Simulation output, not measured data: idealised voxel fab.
process module | voxel capacitor over wiring
cross-section cut | 225 nm wide | cells 5 nm
A cross-section is a grid of square cells, given in bands from the top down. A band is one or more rows of cells.
Each band's line starts with the height of the band's top and of its bottom, in nm. Then come its materials from left to right, each with its width in nm. One material with "throughout" fills the band from edge to edge. "air" is empty space.
Height 0 is the level under which the wafer as received is all one material. The lowest band goes on downwards, as in "0 down".
A width such as "30 to 40" changes by the same amount from each row of cells to the next, from the band's top row to its bottom row.
"no change" after a step means that no cell of the cross-section changed.
closed voids: empty space of 8 cells or more with no open way to the top, each as width x height at its distance from the left edge, in nm
after a step's settings: what the simulator itself notes on the step
overlay nm, on a step with a mask: how far to the right of its planned place the mask lay; to the left if negative
plan
1 op RECEIVE | material Si
2 op CONFORMAL_DEP | material SiO2 | thk nm 15
3 op CONFORMAL_DEP | material SiN | thk nm 5
4 op DIRECTIONAL_DEP | material SiO2 | thk nm 15
5 op DIRECTIONAL_DEP | material aC | thk nm 10
6 op PATTERN | tone open | mask id METAL_1 | material resist | width nm 20 | pitch nm 90 | thk nm 25 | overlay nm 0
7 op DIRECTIONAL_ETCH | etch materials aC | depth nm 10
8 op STRIP | etch materials resist
9 op DIRECTIONAL_ETCH | etch materials SiO2 | depth nm 15
10 op DIRECTIONAL_ETCH | etch materials SiN | depth nm 5
11 op STRIP | etch materials aC
12 op CONFORMAL_DEP | material TiN | thk nm 5
13 op FILL_DEP | material Cu | thk nm 10
14 op CMP | height nm 35
15 op EPI | material Ru | thk nm 5
16 op FILL_DEP | material SiCN | thk nm 5
17 op DIRECTIONAL_DEP | material SiO2 | thk nm 20
18 op PATTERN | tone open | mask id PLUG_1 | material resist | width nm 15 | thk nm 15 | overlay nm 0
19 op DIRECTIONAL_ETCH | etch materials SiO2 | depth nm 20
20 op DIRECTIONAL_ETCH | etch materials SiCN | depth nm 5
21 op STRIP | etch materials resist
22 op EPI | material Ru | thk nm 10
23 op EPI | material Ru | thk nm 10
24 op EPI | material Ru | thk nm 5
25 op DIRECTIONAL_DEP | material TiN | thk nm 10
26 op DIRECTIONAL_DEP | material SiN | thk nm 5
27 op DIRECTIONAL_DEP | material TiN | thk nm 5
28 op MASKED_ETCH | tone cover | mask id UPPER_PLATE | width nm 75 | etch materials TiN | depth nm 5 | overlay nm 0
29 op MASKED_ETCH | tone cover | mask id UPPER_PLATE | width nm 75 | etch materials SiN | depth nm 5 | overlay nm 0
30 op PATTERN | tone cover | mask id LOWER_PLATE | material resist | width nm 75 | thk nm 15 | overlay nm 0
31 op DIRECTIONAL_ETCH | etch materials TiN | depth nm 10
32 op STRIP | etch materials resist
33 op FILL_DEP | material SiO2 | thk nm 20
34 op CMP | height nm 100
35 op MASKED_ETCH | tone open | mask id PLUG_2 | width nm 15 | etch materials SiO2 | depth nm 15 | overlay nm 0
36 op CONFORMAL_DEP | material TiN | thk nm 5
37 op FILL_DEP | material Cu | thk nm 5
38 op CMP | height nm 100
39 op CONFORMAL_DEP | material SiCN | thk nm 5
varied across the wafers: width nm of step 30. The plan shows the first wafer's value. All wafers start alike
first wafer as received, after step 1
  0 down: Si throughout
  closed voids: none
first wafer at the end, after step 39
  105 to 100: SiCN throughout
  100 to 90: SiO2 70 | TiN 5 | Cu 5 | TiN 5 | SiO2 140
  90 to 80: SiO2 70 to 60 | TiN 15 to 75 | SiO2 140 to 90
  80 to 75: SiO2 60 | SiN 75 | SiO2 90
  75 to 65: SiO2 60 | TiN 75 | SiO2 90
  65 to 45: SiO2 60 | Ru 15 | SiO2 150
  45 to 40: SiCN 60 | Ru 15 | SiCN 150
  40 to 35: SiCN 50 | Ru 30 | SiCN 60 | Ru 30 | SiCN 55
  35 to 20: SiO2 55 | TiN 5 | Cu 10 | TiN 5 | SiO2 70 | TiN 5 | Cu 10 | TiN 5 | SiO2 60
  20 to 15: SiN 55 | TiN 20 | SiN 70 | TiN 20 | SiN 60
  15 to 0: SiO2 throughout
  0 down: Si throughout
  closed voids: none
last wafer at the end
  105 to 100: SiCN throughout
  100 to 90: SiO2 70 | TiN 5 | Cu 5 | TiN 5 | SiO2 140
  90 to 80: SiO2 70 to 60 | TiN 15 to 75 | SiO2 140 to 90
  80 to 75: SiO2 60 | SiN 75 | SiO2 90
  75 to 65: SiO2 50 | TiN 100 | SiO2 75
  65 to 45: SiO2 60 | Ru 15 | SiO2 150
  45 to 40: SiCN 60 | Ru 15 | SiCN 150
  40 to 35: SiCN 50 | Ru 30 | SiCN 60 | Ru 30 | SiCN 55
  35 to 20: SiO2 55 | TiN 5 | Cu 10 | TiN 5 | SiO2 70 | TiN 5 | Cu 10 | TiN 5 | SiO2 60
  20 to 15: SiN 55 | TiN 20 | SiN 70 | TiN 20 | SiN 60
  15 to 0: SiO2 throughout
  0 down: Si throughout
  closed voids: none
each wafer at the end: cells of each material gained (+) or lost (-) since it was received, then its closed voids
width nm 75 | +14 Cu | +27 Ru | +120 SiCN | +52 SiN | +660 SiO2 | +72 TiN | closed voids: none
width nm 80 | +14 Cu | +27 Ru | +120 SiCN | +52 SiN | +658 SiO2 | +74 TiN | closed voids: none
width nm 85 | +14 Cu | +27 Ru | +120 SiCN | +52 SiN | +656 SiO2 | +76 TiN | closed voids: none
width nm 90 | +14 Cu | +27 Ru | +120 SiCN | +52 SiN | +654 SiO2 | +78 TiN | closed voids: none
width nm 95 | +14 Cu | +27 Ru | +120 SiCN | +52 SiN | +652 SiO2 | +80 TiN | closed voids: none
width nm 100 | +14 Cu | +27 Ru | +120 SiCN | +52 SiN | +650 SiO2 | +82 TiN | closed voids: none
